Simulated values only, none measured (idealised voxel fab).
process module | voxel transistor to metal
cross-section cut | 275 nm wide | cells 5 nm
A cross-section is a grid of square cells, given in bands from the top down. A band is one or more rows of cells.
Each band's line starts with the height of the band's top and of its bottom, in nm. Then come its materials from left to right, each with its width in nm. One material with "throughout" fills the band from edge to edge. "air" is empty space.
Height 0 is the level under which the wafer as received is all one material. The lowest band goes on downwards, as in "0 down".
A width such as "30 to 40" changes by the same amount from each row of cells to the next, from the band's top row to its bottom row.
"no change" after a step means that no cell of the cross-section changed.
closed voids: empty space of 8 cells or more with no open way to the top, each as width x height at its distance from the left edge, in nm
after a step's settings: what the simulator itself notes on the step
overlay nm, on a step with a mask: how far to the right of its planned place the mask lay; to the left if negative
plan
1 op RECEIVE | material Si
2 op CONFORMAL_DEP | material SiO2 | thk nm 5
3 op CONFORMAL_DEP | material SiN | thk nm 10
4 op DIRECTIONAL_DEP | material aC | thk nm 10
5 op PATTERN | tone cover | mask id ACTIVE | material resist | width nm 105 | pitch nm 125 | thk nm 30 | overlay nm 0
6 op DIRECTIONAL_ETCH | etch materials aC | depth nm 10
7 op STRIP | etch materials resist
8 op DIRECTIONAL_ETCH | etch materials SiN | depth nm 10
9 op DIRECTIONAL_ETCH | etch materials SiO2 | depth nm 5
10 op DIRECTIONAL_ETCH | etch materials Si | depth nm 20
11 op STRIP | etch materials aC
12 op OXIDIZE | depth nm 5
13 op FILL_DEP | material SiO2 | thk nm 15
14 op CMP | height nm 15
15 op SELECTIVE_ETCH | etch materials SiO2 | depth nm 10
16 op STRIP | etch materials SiN
17 op SELECTIVE_ETCH | etch materials SiO2 | depth nm 5
18 op OXIDIZE | depth nm 5
19 op DIRECTIONAL_DEP | material polySi | thk nm 25
20 op DIRECTIONAL_DEP | material SiCN | thk nm 15
21 op PATTERN | tone cover | mask id GATE | material resist | width nm 25 | pitch nm 125 | thk nm 15 | overlay nm 0
22 op DIRECTIONAL_ETCH | etch materials SiCN | depth nm 25
23 op DIRECTIONAL_ETCH | etch materials polySi | depth nm 35
24 op STRIP | etch materials resist
25 op CONFORMAL_DEP | material SiO2 | thk nm 5
26 op DIRECTIONAL_ETCH | etch materials SiO2 | depth nm 5
27 op CONFORMAL_DEP | material SiN | thk nm 10
28 op DIRECTIONAL_ETCH | etch materials SiN | depth nm 10
29 op DIRECTIONAL_ETCH | etch materials SiO2 | depth nm 5
30 op EPI | material SiGe | thk nm 5
31 op FILL_DEP | material SiO2 | thk nm 10
32 op CMP | height nm 25
33 op STRIP | etch materials polySi
34 op SELECTIVE_ETCH | etch materials SiO2 | depth nm 5
35 op CONFORMAL_DEP | material HfO2 | thk nm 5
36 op CONFORMAL_DEP | material TiN | thk nm 5
37 op FILL_DEP | material W | thk nm 5
38 op CMP | height nm 20
39 op DIRECTIONAL_DEP | material SiO2 | thk nm 10
40 op MASKED_ETCH | tone open | mask id CONTACT | width nm 15 | etch materials SiO2 | depth nm 30 | overlay nm 0
41 op CONFORMAL_DEP | material TiN | thk nm 5
42 op FILL_DEP | material Ru | thk nm 5
43 op CMP | height nm 30
44 op DIRECTIONAL_DEP | material TiN | thk nm 5
45 op DIRECTIONAL_DEP | material Ru | thk nm 25
46 op PATTERN | tone cover | mask id METAL_1 | material resist | width nm 15 | thk nm 20 | overlay nm 0
47 op DIRECTIONAL_ETCH | etch materials Ru | depth nm 25
48 op DIRECTIONAL_ETCH | etch materials TiN | depth nm 5
49 op STRIP | etch materials resist
50 op FILL_DEP | material lowk | thk nm 5
51 op CMP | height nm 60
52 op CONFORMAL_DEP | material SiN | thk nm 5
as received, after step 1
  0 down: Si throughout
  closed voids: none
first wafer at the end, as planned
  65 to 60: SiN throughout
  60 to 35: lowk 25 | Ru 15 | lowk 65 | Ru 15 | lowk 30 | Ru 15 | lowk 65 | Ru 15 | lowk 30
  35 to 30: lowk 25 | TiN 15 | lowk 65 | TiN 15 | lowk 30 | TiN 15 | lowk 65 | TiN 15 | lowk 30
  30 to 20: SiO2 25 | TiN 5 | Ru 5 | TiN 5 | SiO2 65 | TiN 5 | Ru 5 | TiN 5 | SiO2 30 | TiN 5 | Ru 5 | TiN 5 | SiO2 65 | TiN 5 | Ru 5 | TiN 5 | SiO2 30
  20 to 5: SiO2 25 | TiN 5 | Ru 5 | TiN 5 | SiO2 5 | SiN 10 | HfO2 5 | TiN 5 | W 15 | TiN 5 | HfO2 5 | SiN 10 | SiO2 5 | TiN 5 | Ru 5 | TiN 5 | SiO2 30 | TiN 5 | Ru 5 | TiN 5 | SiO2 5 | SiN 10 | HfO2 5 | TiN 5 | W 15 | TiN 5 | HfO2 5 | SiN 10 | SiO2 5 | TiN 5 | Ru 5 | TiN 5 | SiO2 30
  5 to 0: SiO2 25 | TiN 15 | SiO2 5 | SiN 10 | HfO2 5 | TiN 25 | HfO2 5 | SiN 10 | SiO2 5 | TiN 15 | SiO2 30 | TiN 15 | SiO2 5 | SiN 10 | HfO2 5 | TiN 25 | HfO2 5 | SiN 10 | SiO2 5 | TiN 15 | SiO2 30
  0 to -5: SiO2 20 | SiGe 25 | SiO2 10 | HfO2 35 | SiO2 10 | SiGe 25 | SiO2 20 | SiGe 25 | SiO2 10 | HfO2 35 | SiO2 10 | SiGe 25 | SiO2 25
  -5 to -25: SiO2 25 | Si 95 | SiO2 30 | Si 95 | SiO2 30
  -25 down: Si throughout
  closed voids: none
second wafer at the end: like start, like plan, one mistake
  65 to 60: SiN throughout
  60 to 55: lowk 25 | TiN 15 | lowk 65 | TiN 15 | lowk 30 | TiN 15 | lowk 65 | TiN 15 | lowk 30
  55 to 30: Ru throughout
  30 to 20: SiO2 25 | TiN 5 | Ru 5 | TiN 5 | SiO2 65 | TiN 5 | Ru 5 | TiN 5 | SiO2 30 | TiN 5 | Ru 5 | TiN 5 | SiO2 65 | TiN 5 | Ru 5 | TiN 5 | SiO2 30
  20 to 5: SiO2 25 | TiN 5 | Ru 5 | TiN 5 | SiO2 5 | SiN 10 | HfO2 5 | TiN 5 | W 15 | TiN 5 | HfO2 5 | SiN 10 | SiO2 5 | TiN 5 | Ru 5 | TiN 5 | SiO2 30 | TiN 5 | Ru 5 | TiN 5 | SiO2 5 | SiN 10 | HfO2 5 | TiN 5 | W 15 | TiN 5 | HfO2 5 | SiN 10 | SiO2 5 | TiN 5 | Ru 5 | TiN 5 | SiO2 30
  5 to 0: SiO2 25 | TiN 15 | SiO2 5 | SiN 10 | HfO2 5 | TiN 25 | HfO2 5 | SiN 10 | SiO2 5 | TiN 15 | SiO2 30 | TiN 15 | SiO2 5 | SiN 10 | HfO2 5 | TiN 25 | HfO2 5 | SiN 10 | SiO2 5 | TiN 15 | SiO2 30
  0 to -5: SiO2 20 | SiGe 25 | SiO2 10 | HfO2 35 | SiO2 10 | SiGe 25 | SiO2 20 | SiGe 25 | SiO2 10 | HfO2 35 | SiO2 10 | SiGe 25 | SiO2 25
  -5 to -25: SiO2 25 | Si 95 | SiO2 30 | Si 95 | SiO2 30
  -25 down: Si throughout
  closed voids: none
what went wrong: steps 44 and 45 were swapped
at the end the second wafer has, in cells: 215 more of Ru | 215 fewer of lowk
